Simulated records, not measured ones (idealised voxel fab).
process module | voxel wiring stack
cross-section cut | 280 nm wide | cells 5 nm
A cross-section is a grid of square cells, given in bands from the top down. A band is one or more rows of cells.
Each band's line starts with the height of the band's top and of its bottom, in nm. Then come its materials from left to right, each with its width in nm. One material with "throughout" fills the band from edge to edge. "air" is empty space.
Height 0 is the level under which the wafer as received is all one material. The lowest band goes on downwards, as in "0 down".
A width such as "30 to 40" changes by the same amount from each row of cells to the next, from the band's top row to its bottom row.
"no change" after a step means that no cell of the cross-section changed.
closed voids: empty space of 8 cells or more with no open way to the top, each as width x height at its distance from the left edge, in nm
after a step's settings: what the simulator itself notes on the step
overlay nm, on a step with a mask: how far to the right of its planned place the mask lay; to the left if negative
plan
1 op RECEIVE | material Si
2 op CONFORMAL_DEP | material SiO2 | thk nm 10
3 op DIRECTIONAL_DEP | material TiN | thk nm 5
4 op DIRECTIONAL_DEP | material W | thk nm 15
5 op MASKED_ETCH | tone cover | mask id METAL_1 | width nm 25 | pitch nm 40 | etch materials W | depth nm 15 | overlay nm 0
6 op MASKED_ETCH | tone cover | mask id METAL_1 | width nm 25 | pitch nm 40 | etch materials TiN | depth nm 5 | overlay nm 0
7 op CONFORMAL_DEP | material SiCN | thk nm 5
8 op FILL_DEP | material SiO2 | thk nm 5
9 op CMP | height nm 30
10 op CONFORMAL_DEP | material SiCN | thk nm 5
11 op DIRECTIONAL_DEP | material SiO2 | thk nm 20
12 op DIRECTIONAL_DEP | material aC | thk nm 15
13 op PATTERN | tone open | mask id PLUG_1 | material resist | width nm 15 | pitch nm 40 | thk nm 35 | overlay nm 0
14 op DIRECTIONAL_ETCH | etch materials aC | depth nm 15
15 op STRIP | etch materials resist
16 op DIRECTIONAL_ETCH | etch materials SiO2 | depth nm 20
17 op DIRECTIONAL_ETCH | etch materials SiCN | depth nm 5
18 op STRIP | etch materials aC
19 op CONFORMAL_DEP | material TiN | thk nm 5
20 op FILL_DEP | material Cu | thk nm 5
21 op CMP | height nm 55
22 op DIRECTIONAL_DEP | material TiN | thk nm 5
23 op DIRECTIONAL_DEP | material W | thk nm 15
24 op DIRECTIONAL_DEP | material aC | thk nm 15
25 op PATTERN | tone cover | mask id METAL_2 | material resist | width nm 25 | pitch nm 40 | thk nm 35 | overlay nm 0
26 op DIRECTIONAL_ETCH | etch materials aC | depth nm 15
27 op STRIP | etch materials resist
28 op DIRECTIONAL_ETCH | etch materials W | depth nm 15
29 op DIRECTIONAL_ETCH | etch materials TiN | depth nm 5
30 op STRIP | etch materials aC
31 op CONFORMAL_DEP | material SiN | thk nm 5
32 op FILL_DEP | material SiO2 | thk nm 5
33 op CMP | height nm 75
34 op CONFORMAL_DEP | material SiCN | thk nm 5
35 op DIRECTIONAL_DEP | material lowk | thk nm 30
36 op MASKED_ETCH | tone open | mask id METAL_3 | width nm 25 | pitch nm 40 | etch materials lowk | depth nm 20 | overlay nm 0
37 op DIRECTIONAL_DEP | material aC | thk nm 15
38 op PATTERN | tone open | mask id METAL_3_HOLES | material resist | width nm 15 | pitch nm 40 | thk nm 35 | overlay nm 0
39 op DIRECTIONAL_ETCH | etch materials aC | depth nm 15
40 op STRIP | etch materials resist
41 op DIRECTIONAL_ETCH | etch materials lowk | depth nm 10
42 op DIRECTIONAL_ETCH | etch materials SiCN | depth nm 5
43 op STRIP | etch materials aC
44 op CONFORMAL_DEP | material TiN | thk nm 5
45 op FILL_DEP | material Cu | thk nm 10
46 op CMP | height nm 110
47 op CONFORMAL_DEP | material SiCN | thk nm 5
48 op DIRECTIONAL_DEP | material SiO2 | thk nm 15
49 op DIRECTIONAL_DEP | material aC | thk nm 15
50 op PATTERN | tone open | mask id PLUG_3 | material resist | width nm 15 | thk nm 30 | overlay nm 0
51 op DIRECTIONAL_ETCH | etch materials aC | depth nm 15
52 op STRIP | etch materials resist
53 op DIRECTIONAL_ETCH | etch materials SiO2 | depth nm 15
54 op DIRECTIONAL_ETCH | etch materials SiCN | depth nm 5
55 op STRIP | etch materials aC
56 op CONFORMAL_DEP | material TiN | thk nm 5
57 op FILL_DEP | material Ru | thk nm 5
58 op CMP | height nm 130
59 op DIRECTIONAL_DEP | material TiN | thk nm 5
60 op DIRECTIONAL_DEP | material Ru | thk nm 25
61 op DIRECTIONAL_DEP | material aC | thk nm 10
62 op PATTERN | tone cover | mask id METAL_4 | material resist | width nm 25 | pitch nm 40 | thk nm 25 | overlay nm 0
63 op DIRECTIONAL_ETCH | etch materials aC | depth nm 10
64 op STRIP | etch materials resist
65 op DIRECTIONAL_ETCH | etch materials Ru | depth nm 25
66 op DIRECTIONAL_ETCH | etch materials TiN | depth nm 5
67 op STRIP | etch materials aC
68 op CONFORMAL_DEP | material SiN | thk nm 5
69 op FILL_DEP | material lowk | thk nm 10
70 op CMP | height nm 160
71 op CONFORMAL_DEP | material SiCN | thk nm 5
first wafer, as planned
as received, after step 1
  0 down: Si throughout
  closed voids: none
after step 2
  10 to 0: SiO2 throughout
  below 0: unchanged
after step 3
  15 to 10: TiN throughout
  below 10: unchanged
after step 4
  30 to 15: W throughout
  below 15: unchanged
after step 5
  30 to 15: air 105 | W 25 | air 15 | W 25 | air 110
  below 15: unchanged
after step 6
  30 to 15: air 105 | W 25 | air 15 | W 25 | air 110
  15 to 10: air 105 | TiN 25 | air 15 | TiN 25 | air 110
  below 10: unchanged
after step 7
  35 to 30: air 100 | SiCN 35 | air 5 | SiCN 35 | air 105
  30 to 15: air 100 | SiCN 5 | W 25 | SiCN 5 | air 5 | SiCN 5 | W 25 | SiCN 5 | air 105
  15 to 10: SiCN 105 | TiN 25 | SiCN 15 | TiN 25 | SiCN 110
  below 10: unchanged
after step 8
  40 to 35: SiO2 throughout
  35 to 30: SiO2 100 | SiCN 35 | SiO2 5 | SiCN 35 | SiO2 105
  30 to 15: SiO2 100 | SiCN 5 | W 25 | SiCN 5 | SiO2 5 | SiCN 5 | W 25 | SiCN 5 | SiO2 105
  below 15: unchanged
after step 9
  30 to 15: SiO2 100 | SiCN 5 | W 25 | SiCN 5 | SiO2 5 | SiCN 5 | W 25 | SiCN 5 | SiO2 105
  below 15: unchanged
after step 10
  35 to 30: SiCN throughout
  below 30: unchanged
after step 11
  55 to 35: SiO2 throughout
  below 35: unchanged
after step 12
  70 to 55: aC throughout
  below 55: unchanged
after step 13
  105 to 70: resist 105 | air 15 | resist 25 | air 15 | resist 120
  below 70: unchanged
after step 14
  90 to 70: resist 105 | air 15 | resist 25 | air 15 | resist 120
  70 to 55: aC 105 | air 15 | aC 25 | air 15 | aC 120
  below 55: unchanged
after step 15
  70 to 55: aC 105 | air 15 | aC 25 | air 15 | aC 120
  below 55: unchanged
after step 16
  70 to 55: aC 105 | air 15 | aC 25 | air 15 | aC 120
  55 to 35: SiO2 105 | air 15 | SiO2 25 | air 15 | SiO2 120
  below 35: unchanged
after step 17
  70 to 55: aC 105 | air 15 | aC 25 | air 15 | aC 120
  55 to 35: SiO2 105 | air 15 | SiO2 25 | air 15 | SiO2 120
  35 to 30: SiCN 105 | air 15 | SiCN 25 | air 15 | SiCN 120
  below 30: unchanged
after step 18
  55 to 35: SiO2 105 | air 15 | SiO2 25 | air 15 | SiO2 120
  below 35: unchanged
after step 19
  60 to 55: TiN 110 | air 5 | TiN 35 | air 5 | TiN 125
  55 to 35: SiO2 105 | TiN 5 | air 5 | TiN 5 | SiO2 25 | TiN 5 | air 5 | TiN 5 | SiO2 120
  35 to 30: SiCN 105 | TiN 15 | SiCN 25 | TiN 15 | SiCN 120
  below 30: unchanged
after step 20
  65 to 60: Cu throughout
  60 to 55: TiN 110 | Cu 5 | TiN 35 | Cu 5 | TiN 125
  55 to 35: SiO2 105 | TiN 5 | Cu 5 | TiN 5 | SiO2 25 | TiN 5 | Cu 5 | TiN 5 | SiO2 120
  below 35: unchanged
after step 21
  55 to 35: SiO2 105 | TiN 5 | Cu 5 | TiN 5 | SiO2 25 | TiN 5 | Cu 5 | TiN 5 | SiO2 120
  below 35: unchanged
after step 22
  60 to 55: TiN throughout
  below 55: unchanged
after step 23
  75 to 60: W throughout
  below 60: unchanged
after step 24
  90 to 75: aC throughout
  below 75: unchanged
after step 25
  125 to 90: air 105 | resist 25 | air 15 | resist 25 | air 110
  below 90: unchanged
after step 26
  110 to 90: air 105 | resist 25 | air 15 | resist 25 | air 110
  90 to 75: air 105 | aC 25 | air 15 | aC 25 | air 110
  below 75: unchanged
after step 27
  90 to 75: air 105 | aC 25 | air 15 | aC 25 | air 110
  below 75: unchanged
after step 28
  90 to 75: air 105 | aC 25 | air 15 | aC 25 | air 110
  75 to 60: air 105 | W 25 | air 15 | W 25 | air 110
  below 60: unchanged
after step 29
  90 to 75: air 105 | aC 25 | air 15 | aC 25 | air 110
  75 to 60: air 105 | W 25 | air 15 | W 25 | air 110
  60 to 55: air 105 | TiN 25 | air 15 | TiN 25 | air 110
  below 55: unchanged
after step 30
  75 to 60: air 105 | W 25 | air 15 | W 25 | air 110
  below 60: unchanged
after step 31
  80 to 75: air 100 | SiN 35 | air 5 | SiN 35 | air 105
  75 to 60: air 100 | SiN 5 | W 25 | SiN 5 | air 5 | SiN 5 | W 25 | SiN 5 | air 105
  60 to 55: SiN 105 | TiN 25 | SiN 15 | TiN 25 | SiN 110
  below 55: unchanged
after step 32
  85 to 80: SiO2 throughout
  80 to 75: SiO2 100 | SiN 35 | SiO2 5 | SiN 35 | SiO2 105
  75 to 60: SiO2 100 | SiN 5 | W 25 | SiN 5 | SiO2 5 | SiN 5 | W 25 | SiN 5 | SiO2 105
  below 60: unchanged
after step 33
  75 to 60: SiO2 100 | SiN 5 | W 25 | SiN 5 | SiO2 5 | SiN 5 | W 25 | SiN 5 | SiO2 105
  below 60: unchanged
after step 34
  80 to 75: SiCN throughout
  below 75: unchanged
after step 35
  110 to 80: lowk throughout
  below 80: unchanged
after step 36
  110 to 90: lowk 105 | air 25 | lowk 15 | air 25 | lowk 110
  below 90: unchanged
after step 37
  125 to 110: aC 105 | air 25 | aC 15 | air 25 | aC 110
  110 to 105: lowk 105 | air 25 | lowk 15 | air 25 | lowk 110
  105 to 90: lowk 105 | aC 25 | lowk 15 | aC 25 | lowk 110
  below 90: unchanged
after step 38
  160 to 125: resist 105 | air 15 | resist 25 | air 15 | resist 120
  125 to 110: aC 105 | air 15 | resist 10 | aC 15 | air 15 | resist 10 | aC 110
  110 to 105: lowk 105 | air 15 | resist 10 | lowk 15 | air 15 | resist 10 | lowk 110
  below 105: unchanged
after step 39
  145 to 125: resist 105 | air 15 | resist 25 | air 15 | resist 120
  125 to 110: aC 105 | air 15 | resist 10 | aC 15 | air 15 | resist 10 | aC 110
  110 to 105: lowk 105 | air 15 | resist 10 | lowk 15 | air 15 | resist 10 | lowk 110
  105 to 90: lowk 105 | air 15 | aC 10 | lowk 15 | air 15 | aC 10 | lowk 110
  below 90: unchanged
after step 40
  125 to 110: aC 105 | air 25 | aC 15 | air 25 | aC 110
  110 to 105: lowk 105 | air 25 | lowk 15 | air 25 | lowk 110
  below 105: unchanged
after step 41
  125 to 110: aC 105 | air 25 | aC 15 | air 25 | aC 110
  110 to 105: lowk 105 | air 25 | lowk 15 | air 25 | lowk 110
  105 to 90: lowk 105 | air 15 | aC 10 | lowk 15 | air 15 | aC 10 | lowk 110
  90 to 80: lowk 105 | air 15 | lowk 25 | air 15 | lowk 120
  below 80: unchanged
after step 42
  125 to 110: aC 105 | air 25 | aC 15 | air 25 | aC 110
  110 to 105: lowk 105 | air 25 | lowk 15 | air 25 | lowk 110
  105 to 90: lowk 105 | air 15 | aC 10 | lowk 15 | air 15 | aC 10 | lowk 110
  90 to 80: lowk 105 | air 15 | lowk 25 | air 15 | lowk 120
  80 to 75: SiCN 105 | air 15 | SiCN 25 | air 15 | SiCN 120
  below 75: unchanged
after step 43
  110 to 90: lowk 105 | air 25 | lowk 15 | air 25 | lowk 110
  below 90: unchanged
after step 44
  115 to 110: TiN 110 | air 15 | TiN 25 | air 15 | TiN 115
  110 to 95: lowk 105 | TiN 5 | air 15 | TiN 5 | lowk 15 | TiN 5 | air 15 | TiN 5 | lowk 110
  95 to 90: lowk 105 | TiN 5 | air 5 | TiN 15 | lowk 15 | TiN 5 | air 5 | TiN 15 | lowk 110
  90 to 80: lowk 105 | TiN 5 | air 5 | TiN 5 | lowk 25 | TiN 5 | air 5 | TiN 5 | lowk 120
  80 to 75: SiCN 105 | TiN 15 | SiCN 25 | TiN 15 | SiCN 120
  below 75: unchanged
after step 45
  125 to 115: Cu throughout
  115 to 110: TiN 110 | Cu 15 | TiN 25 | Cu 15 | TiN 115
  110 to 95: lowk 105 | TiN 5 | Cu 15 | TiN 5 | lowk 15 | TiN 5 | Cu 15 | TiN 5 | lowk 110
  95 to 90: lowk 105 | TiN 5 | Cu 5 | TiN 15 | lowk 15 | TiN 5 | Cu 5 | TiN 15 | lowk 110
  90 to 80: lowk 105 | TiN 5 | Cu 5 | TiN 5 | lowk 25 | TiN 5 | Cu 5 | TiN 5 | lowk 120
  below 80: unchanged
after step 46
  110 to 95: lowk 105 | TiN 5 | Cu 15 | TiN 5 | lowk 15 | TiN 5 | Cu 15 | TiN 5 | lowk 110
  below 95: unchanged
after step 47
  115 to 110: SiCN throughout
  below 110: unchanged
after step 48
  130 to 115: SiO2 throughout
  below 115: unchanged
after step 49
  145 to 130: aC throughout
  below 130: unchanged
after step 50
  175 to 145: resist 105 | air 15 | resist 160
  below 145: unchanged
after step 51
  160 to 145: resist 105 | air 15 | resist 160
  145 to 130: aC 105 | air 15 | aC 160
  below 130: unchanged
after step 52
  145 to 130: aC 105 | air 15 | aC 160
  below 130: unchanged
after step 53
  145 to 130: aC 105 | air 15 | aC 160
  130 to 115: SiO2 105 | air 15 | SiO2 160
  below 115: unchanged
after step 54
  145 to 130: aC 105 | air 15 | aC 160
  130 to 115: SiO2 105 | air 15 | SiO2 160
  115 to 110: SiCN 105 | air 15 | SiCN 160
  below 110: unchanged
after step 55
  130 to 115: SiO2 105 | air 15 | SiO2 160
  below 115: unchanged
after step 56
  135 to 130: TiN 110 | air 5 | TiN 165
  130 to 115: SiO2 105 | TiN 5 | air 5 | TiN 5 | SiO2 160
  115 to 110: SiCN 105 | TiN 15 | SiCN 160
  below 110: unchanged
after step 57
  140 to 135: Ru throughout
  135 to 130: TiN 110 | Ru 5 | TiN 165
  130 to 115: SiO2 105 | TiN 5 | Ru 5 | TiN 5 | SiO2 160
  below 115: unchanged
after step 58
  130 to 115: SiO2 105 | TiN 5 | Ru 5 | TiN 5 | SiO2 160
  below 115: unchanged
after step 59
  135 to 130: TiN throughout
  below 130: unchanged
after step 60
  160 to 135: Ru throughout
  below 135: unchanged
after step 61
  170 to 160: aC throughout
  below 160: unchanged
after step 62
  195 to 170: air 105 | resist 25 | air 15 | resist 25 | air 110
  below 170: unchanged
after step 63
  185 to 170: air 105 | resist 25 | air 15 | resist 25 | air 110
  170 to 160: air 105 | aC 25 | air 15 | aC 25 | air 110
  below 160: unchanged
after step 64
  170 to 160: air 105 | aC 25 | air 15 | aC 25 | air 110
  below 160: unchanged
after step 65
  170 to 160: air 105 | aC 25 | air 15 | aC 25 | air 110
  160 to 135: air 105 | Ru 25 | air 15 | Ru 25 | air 110
  below 135: unchanged
after step 66
  170 to 160: air 105 | aC 25 | air 15 | aC 25 | air 110
  160 to 135: air 105 | Ru 25 | air 15 | Ru 25 | air 110
  135 to 130: air 105 | TiN 25 | air 15 | TiN 25 | air 110
  below 130: unchanged
after step 67
  160 to 135: air 105 | Ru 25 | air 15 | Ru 25 | air 110
  below 135: unchanged
after step 68
  165 to 160: air 100 | SiN 35 | air 5 | SiN 35 | air 105
  160 to 135: air 100 | SiN 5 | Ru 25 | SiN 5 | air 5 | SiN 5 | Ru 25 | SiN 5 | air 105
  135 to 130: SiN 105 | TiN 25 | SiN 15 | TiN 25 | SiN 110
  below 130: unchanged
after step 69
  175 to 165: lowk throughout
  165 to 160: lowk 100 | SiN 35 | lowk 5 | SiN 35 | lowk 105
  160 to 135: lowk 100 | SiN 5 | Ru 25 | SiN 5 | lowk 5 | SiN 5 | Ru 25 | SiN 5 | lowk 105
  below 135: unchanged
after step 70
  160 to 135: lowk 100 | SiN 5 | Ru 25 | SiN 5 | lowk 5 | SiN 5 | Ru 25 | SiN 5 | lowk 105
  below 135: unchanged
after step 71
  165 to 160: SiCN throughout
  below 160: unchanged
second wafer: like start, like plan, one mistake. Through step 35 it matches the first wafer
when step 36 should have ended
  110 to 90: lowk 100 | air 25 | lowk 15 | air 25 | lowk 115
  below 90: unchanged
when step 37 should have ended
  125 to 110: aC 100 | air 25 | aC 15 | air 25 | aC 115
  110 to 105: lowk 100 | air 25 | lowk 15 | air 25 | lowk 115
  105 to 90: lowk 100 | aC 25 | lowk 15 | aC 25 | lowk 115
  below 90: unchanged
when step 38 should have ended
  160 to 125: resist 105 | air 15 | resist 25 | air 15 | resist 120
  125 to 110: aC 100 | resist 5 | air 15 | resist 5 | aC 15 | resist 5 | air 15 | resist 5 | aC 115
  110 to 105: lowk 100 | resist 5 | air 15 | resist 5 | lowk 15 | resist 5 | air 15 | resist 5 | lowk 115
  below 105: unchanged
when step 39 should have ended
  145 to 125: resist 105 | air 15 | resist 25 | air 15 | resist 120
  125 to 110: aC 100 | resist 5 | air 15 | resist 5 | aC 15 | resist 5 | air 15 | resist 5 | aC 115
  110 to 105: lowk 100 | resist 5 | air 15 | resist 5 | lowk 15 | resist 5 | air 15 | resist 5 | lowk 115
  105 to 90: lowk 100 | aC 5 | air 15 | aC 5 | lowk 15 | aC 5 | air 15 | aC 5 | lowk 115
  below 90: unchanged
when step 40 should have ended
  125 to 110: aC 100 | air 25 | aC 15 | air 25 | aC 115
  110 to 105: lowk 100 | air 25 | lowk 15 | air 25 | lowk 115
  below 105: unchanged
when step 41 should have ended
  125 to 110: aC 100 | air 25 | aC 15 | air 25 | aC 115
  110 to 105: lowk 100 | air 25 | lowk 15 | air 25 | lowk 115
  105 to 90: lowk 100 | aC 5 | air 15 | aC 5 | lowk 15 | aC 5 | air 15 | aC 5 | lowk 115
  90 to 80: lowk 105 | air 15 | lowk 25 | air 15 | lowk 120
  below 80: unchanged
when step 42 should have ended
  125 to 110: aC 100 | air 25 | aC 15 | air 25 | aC 115
  110 to 105: lowk 100 | air 25 | lowk 15 | air 25 | lowk 115
  105 to 90: lowk 100 | aC 5 | air 15 | aC 5 | lowk 15 | aC 5 | air 15 | aC 5 | lowk 115
  90 to 80: lowk 105 | air 15 | lowk 25 | air 15 | lowk 120
  80 to 75: SiCN 105 | air 15 | SiCN 25 | air 15 | SiCN 120
  below 75: unchanged
when step 43 should have ended
  110 to 90: lowk 100 | air 25 | lowk 15 | air 25 | lowk 115
  below 90: unchanged
when step 44 should have ended
  115 to 110: TiN 105 | air 15 | TiN 25 | air 15 | TiN 120
  110 to 95: lowk 100 | TiN 5 | air 15 | TiN 5 | lowk 15 | TiN 5 | air 15 | TiN 5 | lowk 115
  95 to 90: lowk 100 | TiN 10 | air 5 | TiN 10 | lowk 15 | TiN 10 | air 5 | TiN 10 | lowk 115
  90 to 80: lowk 105 | TiN 5 | air 5 | TiN 5 | lowk 25 | TiN 5 | air 5 | TiN 5 | lowk 120
  80 to 75: SiCN 105 | TiN 15 | SiCN 25 | TiN 15 | SiCN 120
  below 75: unchanged
when step 45 should have ended
  125 to 115: Cu throughout
  115 to 110: TiN 105 | Cu 15 | TiN 25 | Cu 15 | TiN 120
  110 to 95: lowk 100 | TiN 5 | Cu 15 | TiN 5 | lowk 15 | TiN 5 | Cu 15 | TiN 5 | lowk 115
  95 to 90: lowk 100 | TiN 10 | Cu 5 | TiN 10 | lowk 15 | TiN 10 | Cu 5 | TiN 10 | lowk 115
  90 to 80: lowk 105 | TiN 5 | Cu 5 | TiN 5 | lowk 25 | TiN 5 | Cu 5 | TiN 5 | lowk 120
  below 80: unchanged
when step 46 should have ended
  110 to 95: lowk 100 | TiN 5 | Cu 15 | TiN 5 | lowk 15 | TiN 5 | Cu 15 | TiN 5 | lowk 115
  below 95: unchanged
when step 47 should have ended
  115 to 110: SiCN throughout
  below 110: unchanged
when step 48 should have ended
  130 to 115: SiO2 throughout
  below 115: unchanged
when step 49 should have ended
  145 to 130: aC throughout
  below 130: unchanged
when step 50 should have ended
  175 to 145: resist 105 | air 15 | resist 160
  below 145: unchanged
when step 51 should have ended
  160 to 145: resist 105 | air 15 | resist 160
  145 to 130: aC 105 | air 15 | aC 160
  below 130: unchanged
when step 52 should have ended
  145 to 130: aC 105 | air 15 | aC 160
  below 130: unchanged
when step 53 should have ended
  145 to 130: aC 105 | air 15 | aC 160
  130 to 115: SiO2 105 | air 15 | SiO2 160
  below 115: unchanged
when step 54 should have ended
  145 to 130: aC 105 | air 15 | aC 160
  130 to 115: SiO2 105 | air 15 | SiO2 160
  115 to 110: SiCN 105 | air 15 | SiCN 160
  below 110: unchanged
when step 55 should have ended
  130 to 115: SiO2 105 | air 15 | SiO2 160
  below 115: unchanged
when step 56 should have ended
  135 to 130: TiN 110 | air 5 | TiN 165
  130 to 115: SiO2 105 | TiN 5 | air 5 | TiN 5 | SiO2 160
  115 to 110: SiCN 105 | TiN 15 | SiCN 160
  below 110: unchanged
when step 57 should have ended
  140 to 135: Ru throughout
  135 to 130: TiN 110 | Ru 5 | TiN 165
  130 to 115: SiO2 105 | TiN 5 | Ru 5 | TiN 5 | SiO2 160
  below 115: unchanged
when step 58 should have ended
  130 to 115: SiO2 105 | TiN 5 | Ru 5 | TiN 5 | SiO2 160
  below 115: unchanged
when step 59 should have ended
  135 to 130: TiN throughout
  below 130: unchanged
when step 60 should have ended
  160 to 135: Ru throughout
  below 135: unchanged
when step 61 should have ended
  170 to 160: aC throughout
  below 160: unchanged
when step 62 should have ended
  195 to 170: air 105 | resist 25 | air 15 | resist 25 | air 110
  below 170: unchanged
when step 63 should have ended
  185 to 170: air 105 | resist 25 | air 15 | resist 25 | air 110
  170 to 160: air 105 | aC 25 | air 15 | aC 25 | air 110
  below 160: unchanged
when step 64 should have ended
  170 to 160: air 105 | aC 25 | air 15 | aC 25 | air 110
  below 160: unchanged
when step 65 should have ended
  170 to 160: air 105 | aC 25 | air 15 | aC 25 | air 110
  160 to 135: air 105 | Ru 25 | air 15 | Ru 25 | air 110
  below 135: unchanged
when step 66 should have ended
  170 to 160: air 105 | aC 25 | air 15 | aC 25 | air 110
  160 to 135: air 105 | Ru 25 | air 15 | Ru 25 | air 110
  135 to 130: air 105 | TiN 25 | air 15 | TiN 25 | air 110
  below 130: unchanged
when step 67 should have ended
  160 to 135: air 105 | Ru 25 | air 15 | Ru 25 | air 110
  below 135: unchanged
when step 68 should have ended
  165 to 160: air 100 | SiN 35 | air 5 | SiN 35 | air 105
  160 to 135: air 100 | SiN 5 | Ru 25 | SiN 5 | air 5 | SiN 5 | Ru 25 | SiN 5 | air 105
  135 to 130: SiN 105 | TiN 25 | SiN 15 | TiN 25 | SiN 110
  below 130: unchanged
when step 69 should have ended
  175 to 165: lowk throughout
  165 to 160: lowk 100 | SiN 35 | lowk 5 | SiN 35 | lowk 105
  160 to 135: lowk 100 | SiN 5 | Ru 25 | SiN 5 | lowk 5 | SiN 5 | Ru 25 | SiN 5 | lowk 105
  below 135: unchanged
when step 70 should have ended
  160 to 135: lowk 100 | SiN 5 | Ru 25 | SiN 5 | lowk 5 | SiN 5 | Ru 25 | SiN 5 | lowk 105
  below 135: unchanged
when step 71 should have ended
  165 to 160: SiCN throughout
  below 160: unchanged
what went wrong: step 36 ran as: op MASKED_ETCH | tone open | mask id METAL_3 | width nm 25 | pitch nm 40 | etch materials lowk | depth nm 20 | overlay nm -5
at the end the second wafer has, in cells: as many of each material as the first, in other places
